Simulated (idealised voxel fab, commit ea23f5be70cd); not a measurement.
process module | voxel trench capacitor
The cross-section on display is named cut; it measures 265 nm wide, and its cells are 5 nm squares.
Bands, listed from the top down, are how a cross-section gets written in this document; the cross-section itself is a grid of square cells, and a band is one or more rows of them. A band entry consists of two parts. The first gives the height of the band's top and the height of its bottom, in nm. The rest lists the band's materials from left to right, each with its width in nm. A single material labelled with the word "edge to edge" fills the band from edge to edge, and the word "blank" marks empty space. Height reference: 0 = level under which incoming wafer is all one material. Lowest band: no bottom, runs on downward, e.g. "from 0 down". Top row gets the first number, bottom row gets the second, and each row in between changes by the same step: that is how a band width like "30->40" works. Take "changes: none" at face value: in the step it is given for, the cross-section changed in none of its cells. Closed empty spaces (no open way to the top) of 8 cells or more are what "Internal closed voids" lists, each as width x height at distance from the left edge, nm for all three. It should be noted that, on the line of a given step, the content following the step's settings is a remark produced by the simulator itself with respect to that step. A step's line can hold "overlay nm"; with a mask on that step, the setting says how far right of the planned place the mask lay, while a negative setting says it lay to the left.
Intended process steps:
1: op RECEIVE | material Si
2: op CONFORMAL_DEP | material SiN | thk nm 5
3: op MASKED_ETCH | tone open | mask id TRENCH | width nm 30 | pitch nm 55 | etch materials SiN | depth nm 5 | overlay nm 0
4: op MASKED_ETCH | tone open | mask id TRENCH | width nm 30 | pitch nm 55 | etch materials Si | depth nm 25 | overlay nm 0
5: op CONFORMAL_DEP | material HfO2 | thk nm 5
6: op CONFORMAL_DEP | material TiN | thk nm 5
7: op FILL_DEP | material W | thk nm 5
8: op CMP | height nm 5
Wafer cross-section on receipt, i.e. after step 1:
  from 0 down = Si edge to edge
  Internal closed voids: none
Post-module cross-section: identical start and plan to those above, one misstep in execution:
  from 5 to 0 = SiN 60; TiN 5; HfO2 5; W 10; HfO2 5; TiN 5; SiN 25; TiN 5; HfO2 5; W 10; HfO2 5; TiN 5; SiN 25; TiN 5; HfO2 5; W 10; HfO2 5; TiN 5; SiN 65
  from 0 to -15 = Si 60; TiN 5; HfO2 5; W 10; HfO2 5; TiN 5; Si 25; TiN 5; HfO2 5; W 10; HfO2 5; TiN 5; Si 25; TiN 5; HfO2 5; W 10; HfO2 5; TiN 5; Si 65
  from -15 to -20 = Si 60; TiN 5; HfO2 20; TiN 5; Si 25; TiN 5; HfO2 20; TiN 5; Si 25; TiN 5; HfO2 20; TiN 5; Si 65
  from -20 to -25 = Si 60; TiN 30; Si 25; TiN 30; Si 25; TiN 30; Si 65
  from -25 down = Si edge to edge
  Internal closed voids: none
In executing the process, a mistake was made relative to the plan: steps 5 and 6 got flipped, so each one ran where the other should have
